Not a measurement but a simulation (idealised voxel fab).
Process module name: voxel wiring stack
The cross-section on display is named cut; it measures 185 nm wide, and its cells are 5 nm squares.
Cross-section layout: square cells on a grid; listed as bands, top to bottom; a band spans one or more cell rows. Per band: top height and bottom height in nm, followed by the left-to-right materials and their widths in nm; "everywhere" marks a single material spanning edge to edge, "blank" marks empty space. Basically, 0 is our baseline, since under it the wafer straight out of the box is all one material. The bottom band has no lower end and keeps on going down, so it looks like "0 -> down". A width such as "30->40" changes by the same amount from each row of cells to the next, from the band's top row to its bottom row. Where the words "no modifications" appear for a step, the cross-section shows no cell changed by that step; every cell remained as before. Closed empty spaces (no open way to the top) of 8 cells or more are what "Closed void roster" lists, each as width x height at distance from the left edge, nm for all three. Past the settings on a step's line: simulator remark, on that step. Each step line may optionally specify "overlay nm", which for a step with a mask gives the rightward distance between the mask's planned place and where it lay, a negative value indicating the leftward direction.

Process steps - plan
1 op RECEIVE | material Si
2 op CONFORMAL_DEP | material SiO2 | thk nm 15
3 op DIRECTIONAL_DEP | material TiN | thk nm 5
4 op DIRECTIONAL_DEP | material Ru | thk nm 25
5 op PATTERN | tone cover | mask id METAL_1 | material resist | width nm 30 | pitch nm 45 | thk nm 15 | overlay nm 0
6 op DIRECTIONAL_ETCH | etch materials Ru | depth nm 25
7 op DIRECTIONAL_ETCH | etch materials TiN | depth nm 5
8 op STRIP | etch materials resist
9 op CONFORMAL_DEP | material SiCN | thk nm 5
10 op FILL_DEP | material SiO2 | thk nm 5
11 op CMP | height nm 45
12 op CONFORMAL_DEP | material SiCN | thk nm 5
13 op DIRECTIONAL_DEP | material lowk | thk nm 10
14 op DIRECTIONAL_DEP | material aC | thk nm 15
15 op PATTERN | tone open | mask id PLUG_1 | material resist | width nm 15 | pitch nm 90 | thk nm 30 | overlay nm 0
16 op DIRECTIONAL_ETCH | etch materials aC | depth nm 15
17 op STRIP | etch materials resist
18 op DIRECTIONAL_ETCH | etch materials lowk | depth nm 10
19 op DIRECTIONAL_ETCH | etch materials SiCN | depth nm 5
20 op STRIP | etch materials aC
21 op EPI | material Ru | thk nm 10
22 op EPI | material Ru | thk nm 5
23 op CONFORMAL_DEP | material SiN | thk nm 5
24 op DIRECTIONAL_DEP | material lowk | thk nm 25
25 op MASKED_ETCH | tone open | mask id METAL_2 | width nm 30 | pitch nm 45 | etch materials lowk | depth nm 25 | overlay nm 0
26 op MASKED_ETCH | tone open | mask id METAL_2 | width nm 30 | pitch nm 45 | etch materials SiN | depth nm 5 | overlay nm 0
27 op CONFORMAL_DEP | material TiN | thk nm 5
28 op FILL_DEP | material Cu | thk nm 5
29 op CMP | height nm 90
30 op EPI | material Ru | thk nm 5
31 op FILL_DEP | material SiCN | thk nm 5
32 op DIRECTIONAL_DEP | material lowk | thk nm 25
33 op DIRECTIONAL_DEP | material aC | thk nm 15
34 op PATTERN | tone open | mask id METAL_3_HOLES | material resist | width nm 15 | pitch nm 45 | thk nm 35 | overlay nm 0
35 op DIRECTIONAL_ETCH | etch materials aC | depth nm 15
36 op STRIP | etch materials resist
37 op DIRECTIONAL_ETCH | etch materials lowk | depth nm 25
38 op STRIP | etch materials aC
39 op DIRECTIONAL_DEP | material aC | thk nm 10
40 op PATTERN | tone open | mask id METAL_3 | material resist | width nm 30 | pitch nm 45 | thk nm 30 | overlay nm 0
41 op DIRECTIONAL_ETCH | etch materials aC | depth nm 10
42 op STRIP | etch materials resist
43 op DIRECTIONAL_ETCH | etch materials lowk | depth nm 15
44 op DIRECTIONAL_ETCH | etch materials SiCN | depth nm 5
45 op STRIP | etch materials aC
46 op CONFORMAL_DEP | material TiN | thk nm 5
47 op FILL_DEP | material Cu | thk nm 10
48 op CMP | height nm 125
49 op CONFORMAL_DEP | material SiN | thk nm 5

Cross-section of the wafer upon arrival, representing the state reached after step 1
0 -> down: Si everywhere
Closed void roster: none

First of two wafers at the end of the module, shown in cross-section; run carried out as planned
130 -> 125: SiN everywhere
125 -> 115: 30 lowk, 5 TiN, 20 Cu, 5 TiN, 15 lowk, 5 TiN, 20 Cu, 5 TiN, 15 lowk, 5 TiN, 20 Cu, 5 TiN, 35 lowk
115 -> 110: 30 lowk, 5 TiN, 5 Cu, 20 TiN, 15 lowk, 5 TiN, 5 Cu, 20 TiN, 15 lowk, 5 TiN, 5 Cu, 20 TiN, 35 lowk
110 -> 100: 30 lowk, 5 TiN, 5 Cu, 5 TiN, 30 lowk, 5 TiN, 5 Cu, 5 TiN, 30 lowk, 5 TiN, 5 Cu, 5 TiN, 50 lowk
100 -> 95: 30 SiCN, 15 TiN, 30 SiCN, 15 TiN, 30 SiCN, 15 TiN, 50 SiCN
95 -> 90: 25 SiCN, 40 Ru, 5 SiCN, 40 Ru, 5 SiCN, 40 Ru, 30 SiCN
90 -> 65: 30 lowk, 5 TiN, 20 Cu, 5 TiN, 15 lowk, 5 TiN, 20 Cu, 5 TiN, 15 lowk, 5 TiN, 20 Cu, 5 TiN, 35 lowk
65 -> 60: 30 SiN, 30 TiN, 15 SiN, 30 TiN, 15 SiN, 30 TiN, 35 SiN
60 -> 50: 30 lowk, 15 Ru, 75 lowk, 15 Ru, 50 lowk
50 -> 45: 30 SiCN, 15 Ru, 75 SiCN, 15 Ru, 50 SiCN
45 -> 20: 25 SiO2, 5 SiCN, 30 Ru, 5 SiCN, 5 SiO2, 5 SiCN, 30 Ru, 5 SiCN, 5 SiO2, 5 SiCN, 30 Ru, 5 SiCN, 30 SiO2
20 -> 15: 30 SiCN, 30 TiN, 15 SiCN, 30 TiN, 15 SiCN, 30 TiN, 35 SiCN
15 -> 0: SiO2 everywhere
0 -> down: Si everywhere
Closed void roster: none

Cross-sectional view of the second of two wafers upon completion of the module. This wafer shared its starting condition and process plan with the first; one error was made during its execution
130 -> 125: SiN everywhere
125 -> 115: 30 lowk, 5 TiN, 20 Cu, 5 TiN, 15 lowk, 5 TiN, 20 Cu, 5 TiN, 15 lowk, 5 TiN, 20 Cu, 5 TiN, 35 lowk
115 -> 110: 30 lowk, 5 TiN, 5 Cu, 20 TiN, 15 lowk, 5 TiN, 5 Cu, 20 TiN, 15 lowk, 5 TiN, 5 Cu, 20 TiN, 35 lowk
110 -> 100: 30 lowk, 5 TiN, 5 Cu, 5 TiN, 30 lowk, 5 TiN, 5 Cu, 5 TiN, 30 lowk, 5 TiN, 5 Cu, 5 TiN, 50 lowk
100 -> 95: 30 SiCN, 15 TiN, 30 SiCN, 15 TiN, 30 SiCN, 15 TiN, 50 SiCN
95 -> 90: 25 SiCN, 40 Ru, 5 SiCN, 40 Ru, 5 SiCN, 40 Ru, 30 SiCN
90 -> 65: 30 lowk, 5 TiN, 20 Cu, 5 TiN, 15 lowk, 5 TiN, 20 Cu, 5 TiN, 15 lowk, 5 TiN, 20 Cu, 5 TiN, 35 lowk
65 -> 60: 30 SiN, 30 TiN, 15 SiN, 30 TiN, 15 SiN, 30 TiN, 35 SiN
60 -> 50: 30 lowk, 5 SiN, 5 TiN, 5 SiN, 75 lowk, 5 SiN, 5 TiN, 5 SiN, 50 lowk
50 -> 45: 30 SiCN, 5 SiN, 5 TiN, 5 SiN, 75 SiCN, 5 SiN, 5 TiN, 5 SiN, 50 SiCN
45 -> 20: 30 Ru, 5 SiCN, 20 SiO2, 5 SiCN, 15 Ru, 5 SiCN, 20 SiO2, 5 SiCN, 15 Ru, 5 SiCN, 20 SiO2, 5 SiCN, 35 Ru
20 -> 15: 30 TiN, 30 SiCN, 15 TiN, 30 SiCN, 15 TiN, 30 SiCN, 35 TiN
15 -> 0: SiO2 everywhere
0 -> down: Si everywhere
Closed void roster: none
Error vs. plan: step 5 ran as: op PATTERN | tone open | mask id METAL_1 | material resist | width nm 30 | pitch nm 45 | thk nm 15 | overlay nm 0
Bottom line after processing is that, in cells, the second wafer is up or down on some materials versus the first: Ru: 13 fewer, SiCN: 1 fewer, SiN: 12 more, SiO2: 5 fewer, TiN: 7 more
